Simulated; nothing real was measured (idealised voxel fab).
Process module heading - voxel gate over fins
In the cross-section labelled cut, the width is 165 nm and each square cell is 5 nm.
For the purposes of this document, a cross-section shall be understood as a grid of square cells, specified as bands listed in top-to-bottom order, each band consisting of one or more rows of cells. Within each band entry, the heights of the top and of the bottom of the band appear first, in that order and in nm; the materials of the band then follow from left to right, each with its corresponding width in nm. The designation "all across" on a single material indicates that it fills the band from edge to edge; the designation "air" indicates empty space. Heights are expressed relative to 0, this being the level below which the as-received wafer comprises one material exclusively. The lowest band is unbounded in the downward direction and is denoted as in "z 0 and below". Per-row width for "30 to 40": begins at first number (top row of band), ends at second number (bottom row), increment between rows held constant. "changes: none", as given for a step, is the statement that not any cell of the cross-section underwent a change during that step. Closed empty spaces (no open way to the top) of 8 cells or more are what "Closed void entries" lists, each as width x height at distance from the left edge, nm for all three. Past the settings on a step's line: simulator remark, on that step. The line of a step may include "overlay nm". On a step with a mask, this value is how far to the right of its planned place the mask lay. A negative value means the mask lay to the left.

These are the steps we planned for the process:
1,RECEIVE, material Si
2,CONFORMAL_DEP, material SiN, thk nm 5
3,MASKED_ETCH, tone cover, mask id FINS, width nm 15, pitch nm 55, etch materials SiN, depth nm 5, overlay nm 0
4,MASKED_ETCH, tone cover, mask id FINS, width nm 15, pitch nm 55, etch materials Si, depth nm 40, overlay nm 0
5,OXIDIZE, depth nm 5
6,FILL_DEP, material SiO2, thk nm 15
7,CMP, height nm 5
8,PATTERN, tone open, mask id RAIL, material resist, width nm 15, thk nm 15, overlay nm 0
9,DIRECTIONAL_ETCH, etch materials SiO2, depth nm 40
10,STRIP, etch materials resist
11,CONFORMAL_DEP, material TiN, thk nm 5
12,FILL_DEP, material W, thk nm 5
13,CMP, height nm 5
14,SELECTIVE_ETCH, etch materials W Ru TiN, depth nm 25
15,FILL_DEP, material SiO2, thk nm 5
16,CMP, height nm 5
17,SELECTIVE_ETCH, etch materials SiO2, depth nm 15
18,STRIP, etch materials SiN
19,CONFORMAL_DEP, material HfO2, thk nm 5
20,CONFORMAL_DEP, material TiN, thk nm 5
21,CONFORMAL_DEP, material TiAl, thk nm 5
22,CONFORMAL_DEP, material TiN, thk nm 5
23,FILL_DEP, material W, thk nm 15
24,CMP, height nm 30
25,CONFORMAL_DEP, material SiN, thk nm 5

Cross-section: wafer on arrival = after step 1:
* z 0 and below: Si all across
* Closed void entries: none

One mistake in running the module, otherwise start and plan as above: cross-section at the end:
* z 35 to 30: SiN all across
* z 30 to 20: W all across
* z 20 to 15: W 30 / TiN 45 / W 10 / TiN 45 / W 35
* z 15 to 10: W 30 / TiN 5 / TiAl 35 / TiN 5 / W 10 / TiN 5 / TiAl 35 / TiN 5 / W 35
* z 10 to 5: TiN 35 / TiAl 5 / TiN 25 / TiAl 5 / TiN 20 / TiAl 5 / TiN 25 / TiAl 5 / TiN 40
* z 5 to 0: TiAl 40 / TiN 5 / HfO2 15 / TiN 5 / TiAl 30 / TiN 5 / HfO2 15 / TiN 5 / TiAl 45
* z 0 to -5: TiN 45 / HfO2 5 / Si 5 / HfO2 5 / TiN 40 / HfO2 5 / Si 5 / HfO2 5 / TiN 50
* z -5 to -10: HfO2 50 / Si 5 / HfO2 50 / Si 5 / HfO2 55
* z -10 to -20: SiO2 50 / Si 5 / SiO2 50 / Si 5 / SiO2 55
* z -20 to -30: SiO2 50 / Si 5 / SiO2 15 / TiN 5 / W 5 / TiN 5 / SiO2 20 / Si 5 / SiO2 55
* z -30 to -35: SiO2 50 / Si 5 / SiO2 15 / TiN 15 / SiO2 20 / Si 5 / SiO2 55
* z -35 to -50: SiO2 50 / Si 5 / SiO2 50 / Si 5 / SiO2 55
* z -50 and below: Si all across
* Closed void entries: none
Plan not followed: step 4 did not happen as planned, as run it was MASKED_ETCH, tone cover, mask id FINS, width nm 15, pitch nm 55, etch materials Si, depth nm 45, overlay nm 0
